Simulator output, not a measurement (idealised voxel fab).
process module | voxel self aligned vias
cross-section cut | 220 nm wide | cells 5 nm
A cross-section is a grid of square cells, given in bands from the top down. A band is one or more rows of cells.
Each band's line starts with the height of the band's top and of its bottom, in nm. Then come its materials from left to right, each with its width in nm. One material with "throughout" fills the band from edge to edge. "air" is empty space.
Height 0 is the level under which the wafer as received is all one material. The lowest band goes on downwards, as in "0 down".
A width such as "30 to 40" changes by the same amount from each row of cells to the next, from the band's top row to its bottom row.
"no change" after a step means that no cell of the cross-section changed.
closed voids: empty space of 8 cells or more with no open way to the top, each as width x height at its distance from the left edge, in nm
after a step's settings: what the simulator itself notes on the step
overlay nm, on a step with a mask: how far to the right of its planned place the mask lay; to the left if negative
plan
1 op RECEIVE | material Si
2 op CONFORMAL_DEP | material SiO2 | thk nm 15
3 op CONFORMAL_DEP | material SiCN | thk nm 5
4 op DIRECTIONAL_DEP | material SiO2 | thk nm 25
5 op DIRECTIONAL_DEP | material aC | thk nm 10
6 op PATTERN | tone open | mask id LINES | material resist | width nm 30 | pitch nm 70 | thk nm 25 | overlay nm 0
7 op DIRECTIONAL_ETCH | etch materials aC | depth nm 10
8 op STRIP | etch materials resist
9 op DIRECTIONAL_ETCH | etch materials SiO2 | depth nm 25
10 op STRIP | etch materials aC
11 op CONFORMAL_DEP | material TiN | thk nm 5
12 op FILL_DEP | material Ru | thk nm 10
13 op CMP | height nm 45
14 op SELECTIVE_ETCH | etch materials W Ru TiN | depth nm 10
15 op FILL_DEP | material SiN | thk nm 10
16 op CMP | height nm 45
17 op DIRECTIONAL_DEP | material SiO2 | thk nm 15
18 op MASKED_ETCH | tone open | mask id VIAS | width nm 50 | pitch nm 70 | etch materials SiO2 | depth nm 15 | overlay nm 0
19 op MASKED_ETCH | tone open | mask id VIAS | width nm 50 | pitch nm 70 | etch materials SiN | depth nm 10 | overlay nm 0
20 op CONFORMAL_DEP | material TiN | thk nm 5
21 op FILL_DEP | material Cu | thk nm 5
22 op CMP | height nm 60
23 op CONFORMAL_DEP | material SiCN | thk nm 5
as received, after step 1
  0 down: Si throughout
  closed voids: none
first wafer at the end, as planned
  65 to 60: SiCN throughout
  60 to 50: SiO2 50 | TiN 5 | Cu 40 | TiN 5 | SiO2 20 | TiN 5 | Cu 40 | TiN 5 | SiO2 50
  50 to 40: SiO2 50 to 60 | TiN 15 to 5 | Cu 20 | TiN 15 to 5 | SiO2 20 to 40 | TiN 15 to 5 | Cu 20 | TiN 15 to 5 | SiO2 50 to 60
  40 to 35: SiO2 60 | TiN 30 | SiO2 40 | TiN 30 | SiO2 60
  35 to 25: SiO2 60 | TiN 5 | Ru 20 | TiN 5 | SiO2 40 | TiN 5 | Ru 20 | TiN 5 | SiO2 60
  25 to 20: SiO2 60 | TiN 30 | SiO2 40 | TiN 30 | SiO2 60
  20 to 15: SiCN throughout
  15 to 0: SiO2 throughout
  0 down: Si throughout
  closed voids: none
second wafer at the end: like start, like plan, one mistake
  65 to 60: SiCN throughout
  60 to 50: SiO2 50 | TiN 5 | Cu 40 | TiN 5 | SiO2 20 | TiN 5 | Cu 40 | TiN 5 | SiO2 50
  50 to 40: SiO2 50 to 70 | TiN 25 to 5 | Cu 20 | TiN 5 | SiO2 20 to 40 | TiN 25 to 5 | Cu 20 | TiN 5 | SiO2 50
  40 to 35: SiO2 70 | TiN 30 | SiO2 40 | TiN 30 | SiO2 50
  35 to 25: SiO2 70 | TiN 5 | Ru 20 | TiN 5 | SiO2 40 | TiN 5 | Ru 20 | TiN 5 | SiO2 50
  25 to 20: SiO2 70 | TiN 30 | SiO2 40 | TiN 30 | SiO2 50
  20 to 15: SiCN throughout
  15 to 0: SiO2 throughout
  0 down: Si throughout
  closed voids: none
what went wrong: step 6 ran as: op PATTERN | tone open | mask id LINES | material resist | width nm 30 | pitch nm 70 | thk nm 25 | overlay nm 10
at the end the second wafer has, in cells: as many of each material as the first, in other places
